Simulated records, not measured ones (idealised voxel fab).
Herein follows the process module entitled voxel transistor to metal.
Pictured: cross-section cut, 185 nm wide, on a grid of 5 nm square cells.
Cross-section, as written here: a square-cell grid given band by band from the top down, where a band holds one or more rows of cells. First you get the band's top height and its bottom height, in nm, and then the materials it's made of, left to right, with each width in nm. If you see a single material with "all across", that one covers the band edge to edge. "empty" is empty space. Counting heights begins at 0, where everything beneath is, in the wafer as received, one material. The lowest band has no bottom; it goes on downwards, as "0..down" shows. Width "30 to 40": first value at the band's top row of cells, second value at its bottom row, equal change from row to row. "nothing altered" after a step means that no cell of the cross-section changed. The list in "Tabulated closed voids" covers empty spaces of 8 cells or more that cannot reach the top through any open way, and it gives each as width x height at distance; the distance is from the left edge, and width, height and distance are in nm. Whatever follows a step's settings on its line is a remark the simulator itself makes about that step. "overlay nm" denotes, for a step that has a mask, the displacement of the mask to the right of its planned place, with negative values corresponding to the left.
Intended process steps:
step 1: RECEIVE with material Si
step 2: OXIDIZE with depth nm 5
step 3: CONFORMAL_DEP with material SiN, thk nm 10
step 4: DIRECTIONAL_DEP with material aC, thk nm 10
step 5: PATTERN with tone cover, mask id ACTIVE, material resist, width nm 105, thk nm 25, overlay nm 0
step 6: DIRECTIONAL_ETCH with etch materials aC, depth nm 10
step 7: STRIP with etch materials resist
step 8: DIRECTIONAL_ETCH with etch materials SiN, depth nm 10
step 9: DIRECTIONAL_ETCH with etch materials SiO2, depth nm 5
step 10: DIRECTIONAL_ETCH with etch materials Si, depth nm 35
step 11: STRIP with etch materials aC
step 12: OXIDIZE with depth nm 5
step 13: FILL_DEP with material SiO2, thk nm 5
step 14: CMP with height nm 10
step 15: SELECTIVE_ETCH with etch materials SiO2, depth nm 5
step 16: STRIP with etch materials SiN
step 17: SELECTIVE_ETCH with etch materials SiO2, depth nm 5
step 18: OXIDIZE with depth nm 5
step 19: DIRECTIONAL_DEP with material polySi, thk nm 30
step 20: DIRECTIONAL_DEP with material SiCN, thk nm 10
step 21: PATTERN with tone cover, mask id GATE, material resist, width nm 25, thk nm 20, overlay nm 0
step 22: DIRECTIONAL_ETCH with etch materials SiCN, depth nm 20
step 23: DIRECTIONAL_ETCH with etch materials polySi, depth nm 40
step 24: STRIP with etch materials resist
step 25: CONFORMAL_DEP with material SiO2, thk nm 5
step 26: DIRECTIONAL_ETCH with etch materials SiO2, depth nm 5
step 27: CONFORMAL_DEP with material SiN, thk nm 5
step 28: DIRECTIONAL_ETCH with etch materials SiN, depth nm 5
step 29: DIRECTIONAL_ETCH with etch materials SiO2, depth nm 5
step 30: DIRECTIONAL_ETCH with etch materials Si, depth nm 10
step 31: EPI with material nSi, thk nm 10
step 32: FILL_DEP with material SiO2, thk nm 10
step 33: CMP with height nm 35
step 34: DIRECTIONAL_DEP with material SiO2, thk nm 15
step 35: PATTERN with tone open, mask id CONTACT, material resist, width nm 20, pitch nm 75, thk nm 15, overlay nm 0
step 36: DIRECTIONAL_ETCH with etch materials SiO2, depth nm 60
step 37: STRIP with etch materials resist
step 38: CONFORMAL_DEP with material TiN, thk nm 5
step 39: FILL_DEP with material Ru, thk nm 5
step 40: CMP with height nm 50
step 41: DIRECTIONAL_DEP with material TiN, thk nm 5
step 42: DIRECTIONAL_DEP with material W, thk nm 15
step 43: DIRECTIONAL_DEP with material aC, thk nm 15
step 44: PATTERN with tone cover, mask id METAL_1, material resist, width nm 20, pitch nm 75, thk nm 35, overlay nm 0
step 45: DIRECTIONAL_ETCH with etch materials aC, depth nm 15
step 46: STRIP with etch materials resist
step 47: DIRECTIONAL_ETCH with etch materials W, depth nm 15
step 48: DIRECTIONAL_ETCH with etch materials TiN, depth nm 5
step 49: STRIP with etch materials aC
step 50: CONFORMAL_DEP with material SiN, thk nm 5
step 51: FILL_DEP with material lowk, thk nm 10
step 52: CMP with height nm 70
step 53: CONFORMAL_DEP with material SiCN, thk nm 5
step 54: DIRECTIONAL_DEP with material SiO2, thk nm 35
step 55: MASKED_ETCH with tone open, mask id METAL_2, width nm 20, pitch nm 75, etch materials SiO2, depth nm 20, overlay nm 0
step 56: MASKED_ETCH with tone open, mask id METAL_2_HOLES, width nm 15, pitch nm 75, etch materials SiO2, depth nm 15, overlay nm 0
step 57: MASKED_ETCH with tone open, mask id METAL_2_HOLES, width nm 15, pitch nm 75, etch materials SiCN, depth nm 5, overlay nm 0
step 58: CONFORMAL_DEP with material TiN, thk nm 5
step 59: FILL_DEP with material Ru, thk nm 5
step 60: CMP with height nm 110
step 61: CONFORMAL_DEP with material SiN, thk nm 5
The first of two wafers, run as planned:
As-received wafer cross-section (after step 1):
	0..down: Si all across
	Tabulated closed voids: none
Once step 2 is through, the wafer looks like this in cross-section:
	0..-5: SiO2 all across
	Below -5 it's all the same as before, nothing changed down there.
Once step 3 is through, the wafer looks like this in cross-section:
	10..0: SiN all across
	Below 0 it's all the same as before, nothing changed down there.
Once step 4 is through, the wafer looks like this in cross-section:
	20..10: aC all across
	Below 10 it's all the same as before, nothing changed down there.
Once step 5 is through, the wafer looks like this in cross-section:
	45..20: empty (40) / resist (105) / empty (40)
	Below 20 it's all the same as before, nothing changed down there.
Once step 6 is through, the wafer looks like this in cross-section:
	35..20: empty (40) / resist (105) / empty (40)
	20..10: empty (40) / aC (105) / empty (40)
	Below 10 it's all the same as before, nothing changed down there.
Once step 7 is through, the wafer looks like this in cross-section:
	20..10: empty (40) / aC (105) / empty (40)
	Below 10 it's all the same as before, nothing changed down there.
Once step 8 is through, the wafer looks like this in cross-section:
	20..10: empty (40) / aC (105) / empty (40)
	10..0: empty (40) / SiN (105) / empty (40)
	Below 0 it's all the same as before, nothing changed down there.
Once step 9 is through, the wafer looks like this in cross-section:
	20..10: empty (40) / aC (105) / empty (40)
	10..0: empty (40) / SiN (105) / empty (40)
	0..-5: empty (40) / SiO2 (105) / empty (40)
	Below -5 it's all the same as before, nothing changed down there.
Once step 10 is through, the wafer looks like this in cross-section:
	20..10: empty (40) / aC (105) / empty (40)
	10..0: empty (40) / SiN (105) / empty (40)
	0..-5: empty (40) / SiO2 (105) / empty (40)
	-5..-40: empty (40) / Si (105) / empty (40)
	Below -40 it's all the same as before, nothing changed down there.
Once step 11 is through, the wafer looks like this in cross-section:
	10..0: empty (40) / SiN (105) / empty (40)
	Below 0 it's all the same as before, nothing changed down there.
Once step 12 is through, the wafer looks like this in cross-section:
	10..0: empty (40) / SiN (105) / empty (40)
	0..-5: empty (40) / SiO2 (105) / empty (40)
	-5..-40: empty (40) / SiO2 (5) / Si (95) / SiO2 (5) / empty (40)
	-40..-45: SiO2 (45) / Si (95) / SiO2 (45)
	Below -45 it's all the same as before, nothing changed down there.
Once step 13 is through, the wafer looks like this in cross-section:
	15..10: SiO2 all across
	10..0: SiO2 (40) / SiN (105) / SiO2 (40)
	0..-5: SiO2 all across
	-5..-45: SiO2 (45) / Si (95) / SiO2 (45)
	Below -45 it's all the same as before, nothing changed down there.
Once step 14 is through, the wafer looks like this in cross-section:
	10..0: SiO2 (40) / SiN (105) / SiO2 (40)
	Below 0 it's all the same as before, nothing changed down there.
Once step 15 is through, the wafer looks like this in cross-section:
	10..5: empty (40) / SiN (105) / empty (40)
	Below 5 it's all the same as before, nothing changed down there.
Once step 16 is through, the wafer looks like this in cross-section:
	5..0: SiO2 (40) / empty (105) / SiO2 (40)
	Below 0 it's all the same as before, nothing changed down there.
Once step 17 is through, the wafer looks like this in cross-section:
	0..-5: SiO2 (35) / empty (115) / SiO2 (35)
	Below -5 it's all the same as before, nothing changed down there.
Once step 18 is through, the wafer looks like this in cross-section:
	0..-5: SiO2 (35) / empty (115) / SiO2 (35)
	-5..-10: SiO2 all across
	Below -10 it's all the same as before, nothing changed down there.
Once step 19 is through, the wafer looks like this in cross-section:
	30..25: polySi (35) / empty (115) / polySi (35)
	25..0: polySi all across
	0..-5: SiO2 (35) / polySi (115) / SiO2 (35)
	Below -5 it's all the same as before, nothing changed down there.
Once step 20 is through, the wafer looks like this in cross-section:
	40..35: SiCN (35) / empty (115) / SiCN (35)
	35..30: SiCN all across
	30..25: polySi (35) / SiCN (115) / polySi (35)
	Below 25 it's all the same as before, nothing changed down there.
Once step 21 is through, the wafer looks like this in cross-section:
	60..40: empty (80) / resist (25) / empty (80)
	40..35: SiCN (35) / empty (45) / resist (25) / empty (45) / SiCN (35)
	Below 35 it's all the same as before, nothing changed down there.
Once step 22 is through, the wafer looks like this in cross-section:
	60..35: empty (80) / resist (25) / empty (80)
	35..30: empty (80) / SiCN (25) / empty (80)
	30..25: polySi (35) / empty (45) / SiCN (25) / empty (45) / polySi (35)
	Below 25 it's all the same as before, nothing changed down there.
Once step 23 is through, the wafer looks like this in cross-section:
	60..35: empty (80) / resist (25) / empty (80)
	35..25: empty (80) / SiCN (25) / empty (80)
	25..0: empty (80) / polySi (25) / empty (80)
	0..-5: SiO2 (35) / empty (45) / polySi (25) / empty (45) / SiO2 (35)
	Below -5 it's all the same as before, nothing changed down there.
Once step 24 is through, the wafer looks like this in cross-section:
	35..25: empty (80) / SiCN (25) / empty (80)
	Below 25 it's all the same as before, nothing changed down there.
Once step 25 is through, the wafer looks like this in cross-section:
	40..35: empty (75) / SiO2 (35) / empty (75)
	35..25: empty (75) / SiO2 (5) / SiCN (25) / SiO2 (5) / empty (75)
	25..5: empty (75) / SiO2 (5) / polySi (25) / SiO2 (5) / empty (75)
	5..0: SiO2 (40) / empty (35) / SiO2 (5) / polySi (25) / SiO2 (5) / empty (35) / SiO2 (40)
	0..-5: SiO2 (80) / polySi (25) / SiO2 (80)
	Below -5 it's all the same as before, nothing changed down there.
Once step 26 is through, the wafer looks like this in cross-section:
	35..25: empty (75) / SiO2 (5) / SiCN (25) / SiO2 (5) / empty (75)
	25..0: empty (75) / SiO2 (5) / polySi (25) / SiO2 (5) / empty (75)
	0..-5: SiO2 (40) / empty (35) / SiO2 (5) / polySi (25) / SiO2 (5) / empty (35) / SiO2 (40)
	Below -5 it's all the same as before, nothing changed down there.
Once step 27 is through, the wafer looks like this in cross-section:
	40..35: empty (70) / SiN (45) / empty (70)
	35..25: empty (70) / SiN (5) / SiO2 (5) / SiCN (25) / SiO2 (5) / SiN (5) / empty (70)
	25..5: empty (70) / SiN (5) / SiO2 (5) / polySi (25) / SiO2 (5) / SiN (5) / empty (70)
	5..0: SiN (45) / empty (25) / SiN (5) / SiO2 (5) / polySi (25) / SiO2 (5) / SiN (5) / empty (25) / SiN (45)
	0..-5: SiO2 (40) / SiN (35) / SiO2 (5) / polySi (25) / SiO2 (5) / SiN (35) / SiO2 (40)
	Below -5 it's all the same as before, nothing changed down there.
Once step 28 is through, the wafer looks like this in cross-section:
	35..25: empty (70) / SiN (5) / SiO2 (5) / SiCN (25) / SiO2 (5) / SiN (5) / empty (70)
	25..0: empty (70) / SiN (5) / SiO2 (5) / polySi (25) / SiO2 (5) / SiN (5) / empty (70)
	0..-5: SiO2 (40) / SiN (5) / empty (25) / SiN (5) / SiO2 (5) / polySi (25) / SiO2 (5) / SiN (5) / empty (25) / SiN (5) / SiO2 (40)
	Below -5 it's all the same as before, nothing changed down there.
Once step 29 is through, the wafer looks like this in cross-section:
	35..30: empty (70) / SiN (5) / empty (5) / SiCN (25) / empty (5) / SiN (5) / empty (70)
	30..25: empty (70) / SiN (5) / SiO2 (5) / SiCN (25) / SiO2 (5) / SiN (5) / empty (70)
	25..0: empty (70) / SiN (5) / SiO2 (5) / polySi (25) / SiO2 (5) / SiN (5) / empty (70)
	0..-5: empty (40) / SiN (5) / empty (25) / SiN (5) / SiO2 (5) / polySi (25) / SiO2 (5) / SiN (5) / empty (25) / SiN (5) / empty (40)
	-5..-10: SiO2 (45) / empty (25) / SiO2 (45) / empty (25) / SiO2 (45)
	Below -10 it's all the same as before, nothing changed down there.
Once step 30 is through, the wafer looks like this in cross-section:
	35..30: empty (70) / SiN (5) / empty (5) / SiCN (25) / empty (5) / SiN (5) / empty (70)
	30..25: empty (70) / SiN (5) / SiO2 (5) / SiCN (25) / SiO2 (5) / SiN (5) / empty (70)
	25..0: empty (70) / SiN (5) / SiO2 (5) / polySi (25) / SiO2 (5) / SiN (5) / empty (70)
	0..-5: empty (40) / SiN (5) / empty (25) / SiN (5) / SiO2 (5) / polySi (25) / SiO2 (5) / SiN (5) / empty (25) / SiN (5) / empty (40)
	-5..-10: SiO2 (45) / empty (25) / SiO2 (45) / empty (25) / SiO2 (45)
	-10..-20: SiO2 (45) / empty (25) / Si (45) / empty (25) / SiO2 (45)
	Below -20 it's all the same as before, nothing changed down there.
Once step 31 is through, the wafer looks like this in cross-section:
	35..30: empty (70) / SiN (5) / empty (5) / SiCN (25) / empty (5) / SiN (5) / empty (70)
	30..25: empty (70) / SiN (5) / SiO2 (5) / SiCN (25) / SiO2 (5) / SiN (5) / empty (70)
	25..0: empty (70) / SiN (5) / SiO2 (5) / polySi (25) / SiO2 (5) / SiN (5) / empty (70)
	0..-5: empty (40) / SiN (5) / empty (15) / nSi (10) / SiN (5) / SiO2 (5) / polySi (25) / SiO2 (5) / SiN (5) / nSi (10) / empty (15) / SiN (5) / empty (40)
	-5..-10: SiO2 (45) / empty (15) / nSi (10) / SiO2 (45) / nSi (10) / empty (15) / SiO2 (45)
	-10..-20: SiO2 (45) / nSi (25) / Si (45) / nSi (25) / SiO2 (45)
	Below -20 it's all the same as before, nothing changed down there.
Once step 32 is through, the wafer looks like this in cross-section:
	45..35: SiO2 all across
	35..25: SiO2 (70) / SiN (5) / SiO2 (5) / SiCN (25) / SiO2 (5) / SiN (5) / SiO2 (70)
	25..0: SiO2 (70) / SiN (5) / SiO2 (5) / polySi (25) / SiO2 (5) / SiN (5) / SiO2 (70)
	0..-5: SiO2 (40) / SiN (5) / SiO2 (15) / nSi (10) / SiN (5) / SiO2 (5) / polySi (25) / SiO2 (5) / SiN (5) / nSi (10) / SiO2 (15) / SiN (5) / SiO2 (40)
	-5..-10: SiO2 (60) / nSi (10) / SiO2 (45) / nSi (10) / SiO2 (60)
	Below -10 it's all the same as before, nothing changed down there.
Once step 33 is through, the wafer looks like this in cross-section:
	35..25: SiO2 (70) / SiN (5) / SiO2 (5) / SiCN (25) / SiO2 (5) / SiN (5) / SiO2 (70)
	Below 25 it's all the same as before, nothing changed down there.
Once step 34 is through, the wafer looks like this in cross-section:
	50..35: SiO2 all across
	Below 35 it's all the same as before, nothing changed down there.
Once step 35 is through, the wafer looks like this in cross-section:
	65..50: resist (45) / empty (20) / resist (55) / empty (20) / resist (45)
	Below 50 it's all the same as before, nothing changed down there.
Once step 36 is through, the wafer looks like this in cross-section:
	65..50: resist (45) / empty (20) / resist (55) / empty (20) / resist (45)
	50..35: SiO2 (45) / empty (20) / SiO2 (55) / empty (20) / SiO2 (45)
	35..25: SiO2 (45) / empty (20) / SiO2 (5) / SiN (5) / SiO2 (5) / SiCN (25) / SiO2 (5) / SiN (5) / SiO2 (5) / empty (20) / SiO2 (45)
	25..0: SiO2 (45) / empty (20) / SiO2 (5) / SiN (5) / SiO2 (5) / polySi (25) / SiO2 (5) / SiN (5) / SiO2 (5) / empty (20) / SiO2 (45)
	0..-5: SiO2 (40) / SiN (5) / empty (15) / nSi (10) / SiN (5) / SiO2 (5) / polySi (25) / SiO2 (5) / SiN (5) / nSi (10) / empty (15) / SiN (5) / SiO2 (40)
	-5..-10: SiO2 (45) / empty (15) / nSi (10) / SiO2 (45) / nSi (10) / empty (15) / SiO2 (45)
	Below -10 it's all the same as before, nothing changed down there.
Once step 37 is through, the wafer looks like this in cross-section:
	50..35: SiO2 (45) / empty (20) / SiO2 (55) / empty (20) / SiO2 (45)
	Below 35 it's all the same as before, nothing changed down there.
Once step 38 is through, the wafer looks like this in cross-section:
	55..50: TiN (50) / empty (10) / TiN (65) / empty (10) / TiN (50)
	50..35: SiO2 (45) / TiN (5) / empty (10) / TiN (5) / SiO2 (55) / TiN (5) / empty (10) / TiN (5) / SiO2 (45)
	35..25: SiO2 (45) / TiN (5) / empty (10) / TiN (5) / SiO2 (5) / SiN (5) / SiO2 (5) / SiCN (25) / SiO2 (5) / SiN (5) / SiO2 (5) / TiN (5) / empty (10) / TiN (5) / SiO2 (45)
	25..5: SiO2 (45) / TiN (5) / empty (10) / TiN (5) / SiO2 (5) / SiN (5) / SiO2 (5) / polySi (25) / SiO2 (5) / SiN (5) / SiO2 (5) / TiN (5) / empty (10) / TiN (5) / SiO2 (45)
	5..0: SiO2 (45) / TiN (5) / empty (5) / TiN (10) / SiO2 (5) / SiN (5) / SiO2 (5) / polySi (25) / SiO2 (5) / SiN (5) / SiO2 (5) / TiN (10) / empty (5) / TiN (5) / SiO2 (45)
	0..-5: SiO2 (40) / SiN (5) / TiN (5) / empty (5) / TiN (5) / nSi (10) / SiN (5) / SiO2 (5) / polySi (25) / SiO2 (5) / SiN (5) / nSi (10) / TiN (5) / empty (5) / TiN (5) / SiN (5) / SiO2 (40)
	-5..-10: SiO2 (45) / TiN (15) / nSi (10) / SiO2 (45) / nSi (10) / TiN (15) / SiO2 (45)
	Below -10 it's all the same as before, nothing changed down there.
Once step 39 is through, the wafer looks like this in cross-section:
	60..55: Ru all across
	55..50: TiN (50) / Ru (10) / TiN (65) / Ru (10) / TiN (50)
	50..35: SiO2 (45) / TiN (5) / Ru (10) / TiN (5) / SiO2 (55) / TiN (5) / Ru (10) / TiN (5) / SiO2 (45)
	35..25: SiO2 (45) / TiN (5) / Ru (10) / TiN (5) / SiO2 (5) / SiN (5) / SiO2 (5) / SiCN (25) / SiO2 (5) / SiN (5) / SiO2 (5) / TiN (5) / Ru (10) / TiN (5) / SiO2 (45)
	25..5: SiO2 (45) / TiN (5) / Ru (10) / TiN (5) / SiO2 (5) / SiN (5) / SiO2 (5) / polySi (25) / SiO2 (5) / SiN (5) / SiO2 (5) / TiN (5) / Ru (10) / TiN (5) / SiO2 (45)
	5..0: SiO2 (45) / TiN (5) / Ru (5) / TiN (10) / SiO2 (5) / SiN (5) / SiO2 (5) / polySi (25) / SiO2 (5) / SiN (5) / SiO2 (5) / TiN (10) / Ru (5) / TiN (5) / SiO2 (45)
	0..-5: SiO2 (40) / SiN (5) / TiN (5) / Ru (5) / TiN (5) / nSi (10) / SiN (5) / SiO2 (5) / polySi (25) / SiO2 (5) / SiN (5) / nSi (10) / TiN (5) / Ru (5) / TiN (5) / SiN (5) / SiO2 (40)
	Below -5 it's all the same as before, nothing changed down there.
Once step 40 is through, the wafer looks like this in cross-section:
	50..35: SiO2 (45) / TiN (5) / Ru (10) / TiN (5) / SiO2 (55) / TiN (5) / Ru (10) / TiN (5) / SiO2 (45)
	Below 35 it's all the same as before, nothing changed down there.
Once step 41 is through, the wafer looks like this in cross-section:
	55..50: TiN all across
	Below 50 it's all the same as before, nothing changed down there.
Once step 42 is through, the wafer looks like this in cross-section:
	70..55: W all across
	Below 55 it's all the same as before, nothing changed down there.
Once step 43 is through, the wafer looks like this in cross-section:
	85..70: aC all across
	Below 70 it's all the same as before, nothing changed down there.
Once step 44 is through, the wafer looks like this in cross-section:
	120..85: empty (45) / resist (20) / empty (55) / resist (20) / empty (45)
	Below 85 it's all the same as before, nothing changed down there.
Once step 45 is through, the wafer looks like this in cross-section:
	105..85: empty (45) / resist (20) / empty (55) / resist (20) / empty (45)
	85..70: empty (45) / aC (20) / empty (55) / aC (20) / empty (45)
	Below 70 it's all the same as before, nothing changed down there.
Once step 46 is through, the wafer looks like this in cross-section:
	85..70: empty (45) / aC (20) / empty (55) / aC (20) / empty (45)
	Below 70 it's all the same as before, nothing changed down there.
Once step 47 is through, the wafer looks like this in cross-section:
	85..70: empty (45) / aC (20) / empty (55) / aC (20) / empty (45)
	70..55: empty (45) / W (20) / empty (55) / W (20) / empty (45)
	Below 55 it's all the same as before, nothing changed down there.
Once step 48 is through, the wafer looks like this in cross-section:
	85..70: empty (45) / aC (20) / empty (55) / aC (20) / empty (45)
	70..55: empty (45) / W (20) / empty (55) / W (20) / empty (45)
	55..50: empty (45) / TiN (20) / empty (55) / TiN (20) / empty (45)
	Below 50 it's all the same as before, nothing changed down there.
Once step 49 is through, the wafer looks like this in cross-section:
	70..55: empty (45) / W (20) / empty (55) / W (20) / empty (45)
	Below 55 it's all the same as before, nothing changed down there.
Once step 50 is through, the wafer looks like this in cross-section:
	75..70: empty (40) / SiN (30) / empty (45) / SiN (30) / empty (40)
	70..55: empty (40) / SiN (5) / W (20) / SiN (5) / empty (45) / SiN (5) / W (20) / SiN (5) / empty (40)
	55..50: SiN (45) / TiN (20) / SiN (55) / TiN (20) / SiN (45)
	Below 50 it's all the same as before, nothing changed down there.
Once step 51 is through, the wafer looks like this in cross-section:
	85..75: lowk all across
	75..70: lowk (40) / SiN (30) / lowk (45) / SiN (30) / lowk (40)
	70..55: lowk (40) / SiN (5) / W (20) / SiN (5) / lowk (45) / SiN (5) / W (20) / SiN (5) / lowk (40)
	Below 55 it's all the same as before, nothing changed down there.
Once step 52 is through, the wafer looks like this in cross-section:
	70..55: lowk (40) / SiN (5) / W (20) / SiN (5) / lowk (45) / SiN (5) / W (20) / SiN (5) / lowk (40)
	Below 55 it's all the same as before, nothing changed down there.
Once step 53 is through, the wafer looks like this in cross-section:
	75..70: SiCN all across
	Below 70 it's all the same as before, nothing changed down there.
Once step 54 is through, the wafer looks like this in cross-section:
	110..75: SiO2 all across
	Below 75 it's all the same as before, nothing changed down there.
Once step 55 is through, the wafer looks like this in cross-section:
	110..90: SiO2 (45) / empty (20) / SiO2 (55) / empty (20) / SiO2 (45)
	Below 90 it's all the same as before, nothing changed down there.
Once step 56 is through, the wafer looks like this in cross-section:
	110..90: SiO2 (45) / empty (20) / SiO2 (55) / empty (20) / SiO2 (45)
	90..75: SiO2 (45) / empty (15) / SiO2 (60) / empty (15) / SiO2 (50)
	Below 75 it's all the same as before, nothing changed down there.
Once step 57 is through, the wafer looks like this in cross-section:
	110..90: SiO2 (45) / empty (20) / SiO2 (55) / empty (20) / SiO2 (45)
	90..75: SiO2 (45) / empty (15) / SiO2 (60) / empty (15) / SiO2 (50)
	75..70: SiCN (45) / empty (15) / SiCN (60) / empty (15) / SiCN (50)
	Below 70 it's all the same as before, nothing changed down there.
Once step 58 is through, the wafer looks like this in cross-section:
	115..110: TiN (50) / empty (10) / TiN (65) / empty (10) / TiN (50)
	110..95: SiO2 (45) / TiN (5) / empty (10) / TiN (5) / SiO2 (55) / TiN (5) / empty (10) / TiN (5) / SiO2 (45)
	95..90: SiO2 (45) / TiN (5) / empty (5) / TiN (10) / SiO2 (55) / TiN (5) / empty (5) / TiN (10) / SiO2 (45)
	90..75: SiO2 (45) / TiN (5) / empty (5) / TiN (5) / SiO2 (60) / TiN (5) / empty (5) / TiN (5) / SiO2 (50)
	75..70: SiCN (45) / TiN (15) / SiCN (60) / TiN (15) / SiCN (50)
	Below 70 it's all the same as before, nothing changed down there.
Once step 59 is through, the wafer looks like this in cross-section:
	120..115: Ru all across
	115..110: TiN (50) / Ru (10) / TiN (65) / Ru (10) / TiN (50)
	110..95: SiO2 (45) / TiN (5) / Ru (10) / TiN (5) / SiO2 (55) / TiN (5) / Ru (10) / TiN (5) / SiO2 (45)
	95..90: SiO2 (45) / TiN (5) / Ru (5) / TiN (10) / SiO2 (55) / TiN (5) / Ru (5) / TiN (10) / SiO2 (45)
	90..75: SiO2 (45) / TiN (5) / Ru (5) / TiN (5) / SiO2 (60) / TiN (5) / Ru (5) / TiN (5) / SiO2 (50)
	Below 75 it's all the same as before, nothing changed down there.
Once step 60 is through, the wafer looks like this in cross-section:
	110..95: SiO2 (45) / TiN (5) / Ru (10) / TiN (5) / SiO2 (55) / TiN (5) / Ru (10) / TiN (5) / SiO2 (45)
	Below 95 it's all the same as before, nothing changed down there.
Once step 61 is through, the wafer looks like this in cross-section:
	115..110: SiN all across
	Below 110 it's all the same as before, nothing changed down there.
Now the other wafer: same start, same recipe, but we messed up one thing when running it. Up to and including step 58 it's the same as the first one:
Second wafer, cross-section, planned end of step 59:
	120..115: SiN all across
	115..110: TiN (50) / SiN (10) / TiN (65) / SiN (10) / TiN (50)
	110..95: SiO2 (45) / TiN (5) / SiN (10) / TiN (5) / SiO2 (55) / TiN (5) / SiN (10) / TiN (5) / SiO2 (45)
	95..90: SiO2 (45) / TiN (5) / SiN (5) / TiN (10) / SiO2 (55) / TiN (5) / SiN (5) / TiN (10) / SiO2 (45)
	90..75: SiO2 (45) / TiN (5) / SiN (5) / TiN (5) / SiO2 (60) / TiN (5) / SiN (5) / TiN (5) / SiO2 (50)
	Below 75 it's all the same as before, nothing changed down there.
Second wafer, cross-section, planned end of step 60:
	110..95: SiO2 (45) / TiN (5) / SiN (10) / TiN (5) / SiO2 (55) / TiN (5) / SiN (10) / TiN (5) / SiO2 (45)
	Below 95 it's all the same as before, nothing changed down there.
Second wafer, cross-section, planned end of step 61:
	115..110: SiN all across
	Below 110 it's all the same as before, nothing changed down there.
What was done differently from what was planned? for step 59, the planned setting was not used; the step was instead run as FILL_DEP with material SiN, thk nm 5
Wafer comparison, final, in cells, second relative to first, materials more or fewer: Ru -20 | SiN +20
